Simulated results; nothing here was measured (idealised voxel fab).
process module | voxel self aligned contacts
cross-section cut | 230 nm wide | cells 5 nm
A cross-section is a grid of square cells, given in bands from the top down. A band is one or more rows of cells.
Each band's line starts with the height of the band's top and of its bottom, in nm. Then come its materials from left to right, each with its width in nm. One material with "throughout" fills the band from edge to edge. "air" is empty space.
Height 0 is the level under which the wafer as received is all one material. The lowest band goes on downwards, as in "0 down".
A width such as "30 to 40" changes by the same amount from each row of cells to the next, from the band's top row to its bottom row.
"no change" after a step means that no cell of the cross-section changed.
closed voids: empty space of 8 cells or more with no open way to the top, each as width x height at its distance from the left edge, in nm
after a step's settings: what the simulator itself notes on the step
overlay nm, on a step with a mask: how far to the right of its planned place the mask lay; to the left if negative
plan
1 op RECEIVE | material Si
2 op CONFORMAL_DEP | material SiO2 | thk nm 5
3 op DIRECTIONAL_DEP | material polySi | thk nm 20
4 op DIRECTIONAL_DEP | material SiN | thk nm 15
5 op DIRECTIONAL_DEP | material aC | thk nm 15
6 op PATTERN | tone cover | mask id GATE | material resist | width nm 25 | pitch nm 50 | thk nm 30 | overlay nm 0
7 op DIRECTIONAL_ETCH | etch materials aC | depth nm 15
8 op STRIP | etch materials resist
9 op DIRECTIONAL_ETCH | etch materials SiN | depth nm 15
10 op DIRECTIONAL_ETCH | etch materials polySi | depth nm 20
11 op STRIP | etch materials aC
12 op CONFORMAL_DEP | material SiN | thk nm 5
13 op DIRECTIONAL_ETCH | etch materials SiN | depth nm 5
14 op FILL_DEP | material SiO2 | thk nm 15
15 op CMP | height nm 50
16 op PATTERN | tone open | mask id CONTACT | material resist | width nm 35 | thk nm 15 | overlay nm 0
17 op DIRECTIONAL_ETCH | etch materials SiO2 | depth nm 50
18 op STRIP | etch materials resist
19 op CONFORMAL_DEP | material TiN | thk nm 5
20 op FILL_DEP | material Ru | thk nm 10
21 op CMP | height nm 50
22 op CONFORMAL_DEP | material SiN | thk nm 5
first wafer, as planned
as received, after step 1
  0 down: Si throughout
  closed voids: none
after step 2
  5 to 0: SiO2 throughout
  below 0: unchanged
after step 3
  25 to 5: polySi throughout
  below 5: unchanged
after step 4
  40 to 25: SiN throughout
  below 25: unchanged
after step 5
  55 to 40: aC throughout
  below 40: unchanged
after step 6
  85 to 55: air 75 | resist 25 | air 25 | resist 25 | air 80
  below 55: unchanged
after step 7
  70 to 55: air 75 | resist 25 | air 25 | resist 25 | air 80
  55 to 40: air 75 | aC 25 | air 25 | aC 25 | air 80
  below 40: unchanged
after step 8
  55 to 40: air 75 | aC 25 | air 25 | aC 25 | air 80
  below 40: unchanged
after step 9
  55 to 40: air 75 | aC 25 | air 25 | aC 25 | air 80
  40 to 25: air 75 | SiN 25 | air 25 | SiN 25 | air 80
  below 25: unchanged
after step 10
  55 to 40: air 75 | aC 25 | air 25 | aC 25 | air 80
  40 to 25: air 75 | SiN 25 | air 25 | SiN 25 | air 80
  25 to 5: air 75 | polySi 25 | air 25 | polySi 25 | air 80
  below 5: unchanged
after step 11
  40 to 25: air 75 | SiN 25 | air 25 | SiN 25 | air 80
  below 25: unchanged
after step 12
  45 to 25: air 70 | SiN 35 | air 15 | SiN 35 | air 75
  25 to 10: air 70 | SiN 5 | polySi 25 | SiN 5 | air 15 | SiN 5 | polySi 25 | SiN 5 | air 75
  10 to 5: SiN 75 | polySi 25 | SiN 25 | polySi 25 | SiN 80
  below 5: unchanged
after step 13
  40 to 25: air 70 | SiN 35 | air 15 | SiN 35 | air 75
  25 to 5: air 70 | SiN 5 | polySi 25 | SiN 5 | air 15 | SiN 5 | polySi 25 | SiN 5 | air 75
  below 5: unchanged
after step 14
  55 to 40: SiO2 throughout
  40 to 25: SiO2 70 | SiN 35 | SiO2 15 | SiN 35 | SiO2 75
  25 to 5: SiO2 70 | SiN 5 | polySi 25 | SiN 5 | SiO2 15 | SiN 5 | polySi 25 | SiN 5 | SiO2 75
  below 5: unchanged
after step 15
  50 to 40: SiO2 throughout
  below 40: unchanged
after step 16
  65 to 50: resist 95 | air 35 | resist 100
  below 50: unchanged
after step 17
  65 to 50: resist 95 | air 35 | resist 100
  50 to 40: SiO2 95 | air 35 | SiO2 100
  40 to 25: SiO2 70 | SiN 35 | air 15 | SiN 35 | SiO2 75
  25 to 5: SiO2 70 | SiN 5 | polySi 25 | SiN 5 | air 15 | SiN 5 | polySi 25 | SiN 5 | SiO2 75
  5 to 0: SiO2 105 | air 15 | SiO2 110
  below 0: unchanged
after step 18
  50 to 40: SiO2 95 | air 35 | SiO2 100
  below 40: unchanged
after step 19
  55 to 50: TiN 100 | air 25 | TiN 105
  50 to 40: SiO2 95 | TiN 5 to 15 | air 25 to 5 | TiN 5 to 15 | SiO2 100
  40 to 25: SiO2 70 | SiN 35 | TiN 5 | air 5 | TiN 5 | SiN 35 | SiO2 75
  25 to 5: SiO2 70 | SiN 5 | polySi 25 | SiN 5 | TiN 5 | air 5 | TiN 5 | SiN 5 | polySi 25 | SiN 5 | SiO2 75
  5 to 0: SiO2 105 | TiN 15 | SiO2 110
  below 0: unchanged
after step 20
  65 to 55: Ru throughout
  55 to 50: TiN 100 | Ru 25 | TiN 105
  50 to 40: SiO2 95 | TiN 5 to 15 | Ru 25 to 5 | TiN 5 to 15 | SiO2 100
  40 to 25: SiO2 70 | SiN 35 | TiN 5 | Ru 5 | TiN 5 | SiN 35 | SiO2 75
  25 to 5: SiO2 70 | SiN 5 | polySi 25 | SiN 5 | TiN 5 | Ru 5 | TiN 5 | SiN 5 | polySi 25 | SiN 5 | SiO2 75
  below 5: unchanged
after step 21
  50 to 40: SiO2 95 | TiN 5 to 15 | Ru 25 to 5 | TiN 5 to 15 | SiO2 100
  below 40: unchanged
after step 22
  55 to 50: SiN throughout
  below 50: unchanged
second wafer: like start, like plan, one mistake. Through step 5 it matches the first wafer
when step 6 should have ended
  85 to 55: air 75 | resist 30 | air 20 | resist 30 | air 75
  below 55: unchanged
when step 7 should have ended
  70 to 55: air 75 | resist 30 | air 20 | resist 30 | air 75
  55 to 40: air 75 | aC 30 | air 20 | aC 30 | air 75
  below 40: unchanged
when step 8 should have ended
  55 to 40: air 75 | aC 30 | air 20 | aC 30 | air 75
  below 40: unchanged
when step 9 should have ended
  55 to 40: air 75 | aC 30 | air 20 | aC 30 | air 75
  40 to 25: air 75 | SiN 30 | air 20 | SiN 30 | air 75
  below 25: unchanged
when step 10 should have ended
  55 to 40: air 75 | aC 30 | air 20 | aC 30 | air 75
  40 to 25: air 75 | SiN 30 | air 20 | SiN 30 | air 75
  25 to 5: air 75 | polySi 30 | air 20 | polySi 30 | air 75
  below 5: unchanged
when step 11 should have ended
  40 to 25: air 75 | SiN 30 | air 20 | SiN 30 | air 75
  below 25: unchanged
when step 12 should have ended
  45 to 25: air 70 | SiN 40 | air 10 | SiN 40 | air 70
  25 to 10: air 70 | SiN 5 | polySi 30 | SiN 5 | air 10 | SiN 5 | polySi 30 | SiN 5 | air 70
  10 to 5: SiN 75 | polySi 30 | SiN 20 | polySi 30 | SiN 75
  below 5: unchanged
when step 13 should have ended
  40 to 25: air 70 | SiN 40 | air 10 | SiN 40 | air 70
  25 to 5: air 70 | SiN 5 | polySi 30 | SiN 5 | air 10 | SiN 5 | polySi 30 | SiN 5 | air 70
  below 5: unchanged
when step 14 should have ended
  55 to 40: SiO2 throughout
  40 to 25: SiO2 70 | SiN 40 | SiO2 10 | SiN 40 | SiO2 70
  25 to 5: SiO2 70 | SiN 5 | polySi 30 | SiN 5 | SiO2 10 | SiN 5 | polySi 30 | SiN 5 | SiO2 70
  below 5: unchanged
when step 15 should have ended
  50 to 40: SiO2 throughout
  below 40: unchanged
when step 16 should have ended
  65 to 50: resist 95 | air 35 | resist 100
  below 50: unchanged
when step 17 should have ended
  65 to 50: resist 95 | air 35 | resist 100
  50 to 40: SiO2 95 | air 35 | SiO2 100
  40 to 25: SiO2 70 | SiN 40 | air 10 | SiN 40 | SiO2 70
  25 to 5: SiO2 70 | SiN 5 | polySi 30 | SiN 5 | air 10 | SiN 5 | polySi 30 | SiN 5 | SiO2 70
  5 to 0: SiO2 110 | air 10 | SiO2 110
  below 0: unchanged
when step 18 should have ended
  50 to 40: SiO2 95 | air 35 | SiO2 100
  below 40: unchanged
when step 19 should have ended
  55 to 50: TiN 100 | air 25 | TiN 105
  50 to 45: SiO2 95 | TiN 5 | air 25 | TiN 5 | SiO2 100
  45 to 40: SiO2 95 | TiN 35 | SiO2 100
  40 to 25: SiO2 70 | SiN 40 | TiN 10 | SiN 40 | SiO2 70
  25 to 5: SiO2 70 | SiN 5 | polySi 30 | SiN 5 | TiN 10 | SiN 5 | polySi 30 | SiN 5 | SiO2 70
  5 to 0: SiO2 110 | TiN 10 | SiO2 110
  below 0: unchanged
when step 20 should have ended
  65 to 55: Ru throughout
  55 to 50: TiN 100 | Ru 25 | TiN 105
  50 to 45: SiO2 95 | TiN 5 | Ru 25 | TiN 5 | SiO2 100
  below 45: unchanged
when step 21 should have ended
  50 to 45: SiO2 95 | TiN 5 | Ru 25 | TiN 5 | SiO2 100
  below 45: unchanged
when step 22 should have ended
  55 to 50: SiN throughout
  below 50: unchanged
what went wrong: step 6 ran as: op PATTERN | tone cover | mask id GATE | material resist | width nm 30 | pitch nm 50 | thk nm 30 | overlay nm 0
at the end the second wafer has, in cells: 8 fewer of Ru | 6 more of SiN | 6 fewer of SiO2 | 8 more of polySi
